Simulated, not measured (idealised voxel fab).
process module | voxel self aligned contacts
cross-section cut | 220 nm wide | cells 5 nm
A cross-section is a grid of square cells, given in bands from the top down. A band is one or more rows of cells.
Each band's line starts with the height of the band's top and of its bottom, in nm. Then come its materials from left to right, each with its width in nm. One material with "throughout" fills the band from edge to edge. "air" is empty space.
Height 0 is the level under which the wafer as received is all one material. The lowest band goes on downwards, as in "0 down".
A width such as "30 to 40" changes by the same amount from each row of cells to the next, from the band's top row to its bottom row.
"no change" after a step means that no cell of the cross-section changed.
closed voids: empty space of 8 cells or more with no open way to the top, each as width x height at its distance from the left edge, in nm
after a step's settings: what the simulator itself notes on the step
overlay nm, on a step with a mask: how far to the right of its planned place the mask lay; to the left if negative
plan
1 op RECEIVE | material Si
2 op OXIDIZE | depth nm 5
3 op DIRECTIONAL_DEP | material polySi | thk nm 30
4 op DIRECTIONAL_DEP | material SiN | thk nm 20
5 op PATTERN | tone cover | mask id GATE | material resist | width nm 35 | pitch nm 65 | thk nm 15 | overlay nm 0
6 op DIRECTIONAL_ETCH | etch materials SiN | depth nm 20
7 op DIRECTIONAL_ETCH | etch materials polySi | depth nm 30
8 op STRIP | etch materials resist
9 op CONFORMAL_DEP | material SiN | thk nm 5
10 op DIRECTIONAL_ETCH | etch materials SiN | depth nm 5
11 op FILL_DEP | material SiO2 | thk nm 15
12 op CMP | height nm 55
13 op PATTERN | tone open | mask id CONTACT | material resist | width nm 50 | pitch nm 65 | thk nm 15 | overlay nm 0
14 op DIRECTIONAL_ETCH | etch materials SiO2 | depth nm 60
15 op STRIP | etch materials resist
16 op CONFORMAL_DEP | material TiN | thk nm 5
17 op FILL_DEP | material Ru | thk nm 10
18 op CMP | height nm 55
19 op CONFORMAL_DEP | material SiN | thk nm 5
as received, after step 1
  0 down: Si throughout
  closed voids: none
a wafer at the end: this start, this plan, one mistake
  60 to 55: SiN throughout
  55 to 50: Ru throughout
  50 to 30: Ru 20 | SiN 45 | Ru 20 | SiN 45 | Ru 20 | SiN 45 | Ru 25
  30 to 0: Ru 20 | SiN 5 | polySi 35 | SiN 5 | Ru 20 | SiN 5 | polySi 35 | SiN 5 | Ru 20 | SiN 5 | polySi 35 | SiN 5 | Ru 25
  0 to -5: SiO2 throughout
  -5 down: Si throughout
  closed voids: none
what went wrong: step 11 ran as: op FILL_DEP | material Ru | thk nm 15
